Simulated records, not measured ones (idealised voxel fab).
process module | voxel fin reveal
cross-section cut | 155 nm wide | cells 5 nm
A cross-section is a grid of square cells, given in bands from the top down. A band is one or more rows of cells.
Each band's line starts with the height of the band's top and of its bottom, in nm. Then come its materials from left to right, each with its width in nm. One material with "throughout" fills the band from edge to edge. "air" is empty space.
Height 0 is the level under which the wafer as received is all one material. The lowest band goes on downwards, as in "0 down".
A width such as "30 to 40" changes by the same amount from each row of cells to the next, from the band's top row to its bottom row.
"no change" after a step means that no cell of the cross-section changed.
closed voids: empty space of 8 cells or more with no open way to the top, each as width x height at its distance from the left edge, in nm
after a step's settings: what the simulator itself notes on the step
overlay nm, on a step with a mask: how far to the right of its planned place the mask lay; to the left if negative
plan
1 op RECEIVE | material Si
2 op CONFORMAL_DEP | material SiN | thk nm 5
3 op DIRECTIONAL_DEP | material aC | thk nm 10
4 op PATTERN | tone cover | mask id FINS | material resist | width nm 15 | pitch nm 35 | thk nm 30 | overlay nm 0
5 op DIRECTIONAL_ETCH | etch materials aC | depth nm 10
6 op STRIP | etch materials resist
7 op DIRECTIONAL_ETCH | etch materials SiN | depth nm 5
8 op DIRECTIONAL_ETCH | etch materials Si | depth nm 30
9 op STRIP | etch materials aC
10 op FILL_DEP | material SiO2 | thk nm 10
11 op CMP | height nm 5
12 op SELECTIVE_ETCH | etch materials SiO2 | depth nm 15
13 op STRIP | etch materials SiN
first wafer, as planned
as received, after step 1
  0 down: Si throughout
  closed voids: none
after step 2
  5 to 0: SiN throughout
  below 0: unchanged
after step 3
  15 to 5: aC throughout
  below 5: unchanged
after step 4
  45 to 15: air 15 | resist 15 | air 20 | resist 15 | air 20 | resist 15 | air 20 | resist 15 | air 20
  below 15: unchanged
after step 5
  35 to 15: air 15 | resist 15 | air 20 | resist 15 | air 20 | resist 15 | air 20 | resist 15 | air 20
  15 to 5: air 15 | aC 15 | air 20 | aC 15 | air 20 | aC 15 | air 20 | aC 15 | air 20
  below 5: unchanged
after step 6
  15 to 5: air 15 | aC 15 | air 20 | aC 15 | air 20 | aC 15 | air 20 | aC 15 | air 20
  below 5: unchanged
after step 7
  15 to 5: air 15 | aC 15 | air 20 | aC 15 | air 20 | aC 15 | air 20 | aC 15 | air 20
  5 to 0: air 15 | SiN 15 | air 20 | SiN 15 | air 20 | SiN 15 | air 20 | SiN 15 | air 20
  below 0: unchanged
after step 8
  15 to 5: air 15 | aC 15 | air 20 | aC 15 | air 20 | aC 15 | air 20 | aC 15 | air 20
  5 to 0: air 15 | SiN 15 | air 20 | SiN 15 | air 20 | SiN 15 | air 20 | SiN 15 | air 20
  0 to -30: air 15 | Si 15 | air 20 | Si 15 | air 20 | Si 15 | air 20 | Si 15 | air 20
  below -30: unchanged
after step 9
  5 to 0: air 15 | SiN 15 | air 20 | SiN 15 | air 20 | SiN 15 | air 20 | SiN 15 | air 20
  below 0: unchanged
after step 10
  15 to 5: SiO2 throughout
  5 to 0: SiO2 15 | SiN 15 | SiO2 20 | SiN 15 | SiO2 20 | SiN 15 | SiO2 20 | SiN 15 | SiO2 20
  0 to -30: SiO2 15 | Si 15 | SiO2 20 | Si 15 | SiO2 20 | Si 15 | SiO2 20 | Si 15 | SiO2 20
  below -30: unchanged
after step 11
  5 to 0: SiO2 15 | SiN 15 | SiO2 20 | SiN 15 | SiO2 20 | SiN 15 | SiO2 20 | SiN 15 | SiO2 20
  below 0: unchanged
after step 12
  5 to 0: air 15 | SiN 15 | air 20 | SiN 15 | air 20 | SiN 15 | air 20 | SiN 15 | air 20
  0 to -10: air 15 | Si 15 | air 20 | Si 15 | air 20 | Si 15 | air 20 | Si 15 | air 20
  below -10: unchanged
after step 13
  0 to -10: air 15 | Si 15 | air 20 | Si 15 | air 20 | Si 15 | air 20 | Si 15 | air 20
  below -10: unchanged
second wafer: like start, like plan, one mistake. Through step 3 it matches the first wafer
when step 4 should have ended
  45 to 15: resist 15 | air 15 | resist 20 | air 15 | resist 20 | air 15 | resist 20 | air 15 | resist 20
  below 15: unchanged
when step 5 should have ended
  35 to 15: resist 15 | air 15 | resist 20 | air 15 | resist 20 | air 15 | resist 20 | air 15 | resist 20
  15 to 5: aC 15 | air 15 | aC 20 | air 15 | aC 20 | air 15 | aC 20 | air 15 | aC 20
  below 5: unchanged
when step 6 should have ended
  15 to 5: aC 15 | air 15 | aC 20 | air 15 | aC 20 | air 15 | aC 20 | air 15 | aC 20
  below 5: unchanged
when step 7 should have ended
  15 to 5: aC 15 | air 15 | aC 20 | air 15 | aC 20 | air 15 | aC 20 | air 15 | aC 20
  5 to 0: SiN 15 | air 15 | SiN 20 | air 15 | SiN 20 | air 15 | SiN 20 | air 15 | SiN 20
  below 0: unchanged
when step 8 should have ended
  15 to 5: aC 15 | air 15 | aC 20 | air 15 | aC 20 | air 15 | aC 20 | air 15 | aC 20
  5 to 0: SiN 15 | air 15 | SiN 20 | air 15 | SiN 20 | air 15 | SiN 20 | air 15 | SiN 20
  0 to -30: Si 15 | air 15 | Si 20 | air 15 | Si 20 | air 15 | Si 20 | air 15 | Si 20
  below -30: unchanged
when step 9 should have ended
  5 to 0: SiN 15 | air 15 | SiN 20 | air 15 | SiN 20 | air 15 | SiN 20 | air 15 | SiN 20
  below 0: unchanged
when step 10 should have ended
  15 to 5: SiO2 throughout
  5 to 0: SiN 15 | SiO2 15 | SiN 20 | SiO2 15 | SiN 20 | SiO2 15 | SiN 20 | SiO2 15 | SiN 20
  0 to -30: Si 15 | SiO2 15 | Si 20 | SiO2 15 | Si 20 | SiO2 15 | Si 20 | SiO2 15 | Si 20
  below -30: unchanged
when step 11 should have ended
  5 to 0: SiN 15 | SiO2 15 | SiN 20 | SiO2 15 | SiN 20 | SiO2 15 | SiN 20 | SiO2 15 | SiN 20
  below 0: unchanged
when step 12 should have ended
  5 to 0: SiN 15 | air 15 | SiN 20 | air 15 | SiN 20 | air 15 | SiN 20 | air 15 | SiN 20
  0 to -10: Si 15 | air 15 | Si 20 | air 15 | Si 20 | air 15 | Si 20 | air 15 | Si 20
  below -10: unchanged
when step 13 should have ended
  0 to -10: Si 15 | air 15 | Si 20 | air 15 | Si 20 | air 15 | Si 20 | air 15 | Si 20
  below -10: unchanged
what went wrong: step 4 ran as: op PATTERN | tone open | mask id FINS | material resist | width nm 15 | pitch nm 35 | thk nm 30 | overlay nm 0
at the end the second wafer has, in cells: 42 more of Si | 28 fewer of SiO2
